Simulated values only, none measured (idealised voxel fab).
process module | voxel wiring stack
cross-section cut | 200 nm wide | cells 5 nm
A cross-section is a grid of square cells, given in bands from the top down. A band is one or more rows of cells.
Each band's line starts with the height of the band's top and of its bottom, in nm. Then come its materials from left to right, each with its width in nm. One material with "throughout" fills the band from edge to edge. "air" is empty space.
Height 0 is the level under which the wafer as received is all one material. The lowest band goes on downwards, as in "0 down".
A width such as "30 to 40" changes by the same amount from each row of cells to the next, from the band's top row to its bottom row.
"no change" after a step means that no cell of the cross-section changed.
closed voids: empty space of 8 cells or more with no open way to the top, each as width x height at its distance from the left edge, in nm
after a step's settings: what the simulator itself notes on the step
overlay nm, on a step with a mask: how far to the right of its planned place the mask lay; to the left if negative
plan
1 op RECEIVE | material Si
2 op CONFORMAL_DEP | material SiO2 | thk nm 15
3 op CONFORMAL_DEP | material SiN | thk nm 5
4 op DIRECTIONAL_DEP | material lowk | thk nm 25
5 op DIRECTIONAL_DEP | material aC | thk nm 10
6 op PATTERN | tone open | mask id METAL_1 | material resist | width nm 25 | pitch nm 45 | thk nm 30 | overlay nm 0
7 op DIRECTIONAL_ETCH | etch materials aC | depth nm 10
8 op STRIP | etch materials resist
9 op DIRECTIONAL_ETCH | etch materials lowk | depth nm 25
10 op DIRECTIONAL_ETCH | etch materials SiN | depth nm 5
11 op STRIP | etch materials aC
12 op CONFORMAL_DEP | material TiN | thk nm 5
13 op FILL_DEP | material Ru | thk nm 5
14 op CMP | height nm 45
15 op CONFORMAL_DEP | material SiCN | thk nm 5
16 op DIRECTIONAL_DEP | material SiO2 | thk nm 15
17 op MASKED_ETCH | tone open | mask id PLUG_1 | width nm 15 | pitch nm 45 | etch materials SiO2 | depth nm 15 | overlay nm 0
18 op MASKED_ETCH | tone open | mask id PLUG_1 | width nm 15 | pitch nm 45 | etch materials SiCN | depth nm 5 | overlay nm 0
19 op EPI | material Ru | thk nm 10
20 op EPI | material Ru | thk nm 10
21 op CONFORMAL_DEP | material SiN | thk nm 5
22 op DIRECTIONAL_DEP | material lowk | thk nm 20
23 op MASKED_ETCH | tone open | mask id METAL_2 | width nm 25 | pitch nm 45 | etch materials lowk | depth nm 20 | overlay nm 0
24 op MASKED_ETCH | tone open | mask id METAL_2 | width nm 25 | pitch nm 45 | etch materials SiN | depth nm 5 | overlay nm 0
25 op CONFORMAL_DEP | material TiN | thk nm 5
26 op FILL_DEP | material Ru | thk nm 10
27 op CMP | height nm 90
28 op CONFORMAL_DEP | material SiCN | thk nm 5
29 op DIRECTIONAL_DEP | material SiO2 | thk nm 10
30 op MASKED_ETCH | tone open | mask id PLUG_2 | width nm 15 | etch materials SiO2 | depth nm 10 | overlay nm 0
31 op MASKED_ETCH | tone open | mask id PLUG_2 | width nm 15 | etch materials SiCN | depth nm 5 | overlay nm 0
32 op EPI | material Ru | thk nm 10
33 op EPI | material Ru | thk nm 5
34 op CONFORMAL_DEP | material SiN | thk nm 5
35 op DIRECTIONAL_DEP | material lowk | thk nm 20
36 op DIRECTIONAL_DEP | material aC | thk nm 15
37 op PATTERN | tone open | mask id METAL_3 | material resist | width nm 25 | pitch nm 45 | thk nm 30 | overlay nm 0
38 op DIRECTIONAL_ETCH | etch materials aC | depth nm 15
39 op STRIP | etch materials resist
40 op DIRECTIONAL_ETCH | etch materials lowk | depth nm 20
41 op DIRECTIONAL_ETCH | etch materials SiN | depth nm 5
42 op STRIP | etch materials aC
43 op CONFORMAL_DEP | material TiN | thk nm 5
44 op FILL_DEP | material Ru | thk nm 5
45 op CMP | height nm 130
46 op CONFORMAL_DEP | material SiCN | thk nm 5
as received, after step 1
  0 down: Si throughout
  closed voids: none
a wafer at the end: this start, this plan, one mistake
  135 to 130: SiCN throughout
  130 to 110: lowk 65 | TiN 5 | Ru 15 | TiN 5 | lowk 20 | TiN 5 | Ru 15 | TiN 5 | lowk 65
  110 to 105: SiN 65 | TiN 25 | SiN 20 | TiN 25 | SiN 65
  105 to 95: SiO2 65 | Ru 15 | SiO2 120
  95 to 90: SiCN 65 | Ru 15 | SiCN 120
  90 to 85: lowk 65 | TiN 5 | Ru 15 | TiN 5 | lowk 20 | TiN 5 | Ru 15 | TiN 5 | lowk 65
  85 to 80: SiN 65 | TiN 25 | SiN 20 | TiN 25 | SiN 65
  80 to 65: SiO2 65 | SiN 5 | TiN 5 | SiN 5 | SiO2 30 | SiN 5 | TiN 5 | SiN 5 | SiO2 75
  65 to 50: SiO2 throughout
  50 to 45: SiCN throughout
  45 to 20: lowk 65 | TiN 5 | Ru 15 | TiN 5 | lowk 20 | TiN 5 | Ru 15 | TiN 5 | lowk 65
  20 to 15: SiN 65 | TiN 25 | SiN 20 | TiN 25 | SiN 65
  15 to 0: SiO2 throughout
  0 down: Si throughout
  closed voids: none
what went wrong: step 16 was run twice
